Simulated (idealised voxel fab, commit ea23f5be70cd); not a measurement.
process module | voxel capacitor over wiring
cross-section cut | 245 nm wide | cells 5 nm
A cross-section is a grid of square cells, given in bands from the top down. A band is one or more rows of cells.
Each band's line starts with the height of the band's top and of its bottom, in nm. Then come its materials from left to right, each with its width in nm. One material with "throughout" fills the band from edge to edge. "air" is empty space.
Height 0 is the level under which the wafer as received is all one material. The lowest band goes on downwards, as in "0 down".
A width such as "30 to 40" changes by the same amount from each row of cells to the next, from the band's top row to its bottom row.
"no change" after a step means that no cell of the cross-section changed.
closed voids: empty space of 8 cells or more with no open way to the top, each as width x height at its distance from the left edge, in nm
after a step's settings: what the simulator itself notes on the step
overlay nm, on a step with a mask: how far to the right of its planned place the mask lay; to the left if negative
plan
1 op RECEIVE | material Si
2 op CONFORMAL_DEP | material SiO2 | thk nm 15
3 op DIRECTIONAL_DEP | material TiN | thk nm 5
4 op DIRECTIONAL_DEP | material W | thk nm 25
5 op DIRECTIONAL_DEP | material aC | thk nm 10
6 op PATTERN | tone cover | mask id METAL_1 | material resist | width nm 25 | pitch nm 80 | thk nm 30 | overlay nm 0
7 op DIRECTIONAL_ETCH | etch materials aC | depth nm 10
8 op STRIP | etch materials resist
9 op DIRECTIONAL_ETCH | etch materials W | depth nm 25
10 op DIRECTIONAL_ETCH | etch materials TiN | depth nm 5
11 op STRIP | etch materials aC
12 op CONFORMAL_DEP | material SiCN | thk nm 5
13 op FILL_DEP | material lowk | thk nm 10
14 op CMP | height nm 45
15 op CONFORMAL_DEP | material SiCN | thk nm 5
16 op DIRECTIONAL_DEP | material lowk | thk nm 10
17 op DIRECTIONAL_DEP | material aC | thk nm 10
18 op PATTERN | tone open | mask id PLUG_1 | material resist | width nm 15 | thk nm 30 | overlay nm 0
19 op DIRECTIONAL_ETCH | etch materials aC | depth nm 10
20 op STRIP | etch materials resist
21 op DIRECTIONAL_ETCH | etch materials lowk | depth nm 10
22 op DIRECTIONAL_ETCH | etch materials SiCN | depth nm 5
23 op STRIP | etch materials aC
24 op CONFORMAL_DEP | material TiN | thk nm 5
25 op FILL_DEP | material Cu | thk nm 5
26 op CMP | height nm 60
27 op DIRECTIONAL_DEP | material TiN | thk nm 5
28 op DIRECTIONAL_DEP | material SiN | thk nm 5
29 op DIRECTIONAL_DEP | material TiN | thk nm 5
30 op DIRECTIONAL_DEP | material aC | thk nm 10
31 op PATTERN | tone cover | mask id UPPER_PLATE | material resist | width nm 60 | thk nm 30 | overlay nm 0
32 op DIRECTIONAL_ETCH | etch materials aC | depth nm 10
33 op STRIP | etch materials resist
34 op DIRECTIONAL_ETCH | etch materials TiN | depth nm 5
35 op DIRECTIONAL_ETCH | etch materials SiN | depth nm 5
36 op STRIP | etch materials aC
37 op PATTERN | tone cover | mask id LOWER_PLATE | material resist | width nm 70 | thk nm 20 | overlay nm 0
38 op DIRECTIONAL_ETCH | etch materials TiN | depth nm 5
39 op STRIP | etch materials resist
40 op FILL_DEP | material SiO2 | thk nm 20
41 op CMP | height nm 90
42 op MASKED_ETCH | tone open | mask id PLUG_2 | width nm 15 | etch materials SiO2 | depth nm 15 | overlay nm 0
43 op CONFORMAL_DEP | material TiN | thk nm 5
44 op FILL_DEP | material Cu | thk nm 10
45 op CMP | height nm 90
46 op CONFORMAL_DEP | material SiN | thk nm 5
as received, after step 1
  0 down: Si throughout
  closed voids: none
a wafer at the end: this start, this plan, one mistake
  95 to 90: SiN throughout
  90 to 80: SiO2 90 | TiN 5 | Cu 5 | TiN 5 | SiO2 140
  80 to 70: SiO2 90 to 85 | TiN 15 to 60 | SiO2 140 to 100
  70 to 65: SiO2 85 | SiN 60 | SiO2 100
  65 to 60: SiO2 75 | TiN 70 | SiO2 100
  60 to 50: lowk 80 | TiN 5 | Cu 5 | TiN 5 | lowk 150
  50 to 45: SiCN 80 | TiN 15 | SiCN 150
  45 to 20: lowk 65 | SiCN 5 | W 25 | SiCN 5 | lowk 45 | SiCN 5 | W 25 | SiCN 5 | lowk 65
  20 to 15: SiCN 70 | TiN 25 | SiCN 55 | TiN 25 | SiCN 70
  15 to 0: SiO2 throughout
  0 down: Si throughout
  closed voids: none
what went wrong: step 31 ran as: op PATTERN | tone cover | mask id UPPER_PLATE | material resist | width nm 60 | thk nm 30 | overlay nm 5
